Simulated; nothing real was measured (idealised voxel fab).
Title: Process Module voxel lift off
The cross-section on display is named cut; it measures 175 nm wide, and its cells are 5 nm squares.
Cross-section = grid of square cells, listed top down in bands; band = one or more rows.
Top height, bottom height, nm. Materials left to right, width each, nm. Single material + "everywhere" = fills band edge to edge. "blank" = empty.
Height reference: 0 = level under which incoming wafer is all one material. Lowest band: no bottom, runs on downward, e.g. "0 down".
It should be noted that a width expressed as "30->40" varies in equal increments from row to row of cells within the band, taking the value of the first number at the top row and that of the second number at the bottom row.
Take "left unchanged" at face value: in the step it is given for, the cross-section changed in none of its cells.
Look at "Enclosed void catalog" for the closed voids: empty spaces with no open path to the top, sized 8 cells or up. Each is width x height at distance, distance from the left edge, all nm.
The remark found on a step's line after its settings is issued by the simulator itself and pertains to that step.
Among the settings permitted on a step's line is "overlay nm"; applied to a step with a mask, it specifies the extent to which the mask lay to the right of its planned position, whereas a negative figure signifies a position to the left.

Process steps - plan:
1. RECEIVE with material Si
2. CONFORMAL_DEP with material SiO2, thk nm 5
3. PATTERN with tone open, mask id LINES, material resist, width nm 15, pitch nm 40, thk nm 20, overlay nm 0
4. DIRECTIONAL_DEP with material Ru, thk nm 5
5. STRIP with etch materials resist
6. CONFORMAL_DEP with material SiO2, thk nm 10

Step 1 complete: cross-section of the wafer as received:
	0 down  Si everywhere
	Enclosed void catalog: none

The first of the two wafers as seen in cross-section once the module was finished; processing followed the plan:
	20 to 15  10 of blank; 35 of SiO2; 5 of blank; 35 of SiO2; 5 of blank; 35 of SiO2; 5 of blank; 35 of SiO2; 10 of blank
	15 to 10  SiO2 everywhere
	10 to 5  20 of SiO2; 15 of Ru; 25 of SiO2; 15 of Ru; 25 of SiO2; 15 of Ru; 25 of SiO2; 15 of Ru; 20 of SiO2
	5 to 0  SiO2 everywhere
	0 down  Si everywhere
	Enclosed void catalog: none

second wafer at the end: like start, like plan, one mistake:
	30 to 25  10 of blank; 35 of SiO2; 5 of blank; 35 of SiO2; 5 of blank; 35 of SiO2; 5 of blank; 35 of SiO2; 10 of blank
	25 to 20  SiO2 everywhere
	20 to 15  20 of SiO2; 15 of Ru; 25 of SiO2; 15 of Ru; 25 of SiO2; 15 of Ru; 25 of SiO2; 15 of Ru; 20 of SiO2
	15 to 0  SiO2 everywhere
	0 down  Si everywhere
	Enclosed void catalog: none
The plan and the run diverged here: step 2: run off-plan, actual operation and settings CONFORMAL_DEP with material SiO2, thk nm 15
Wrapping up, a cell-based count of both wafers puts the second over or under the first for these materials: SiO2 +70
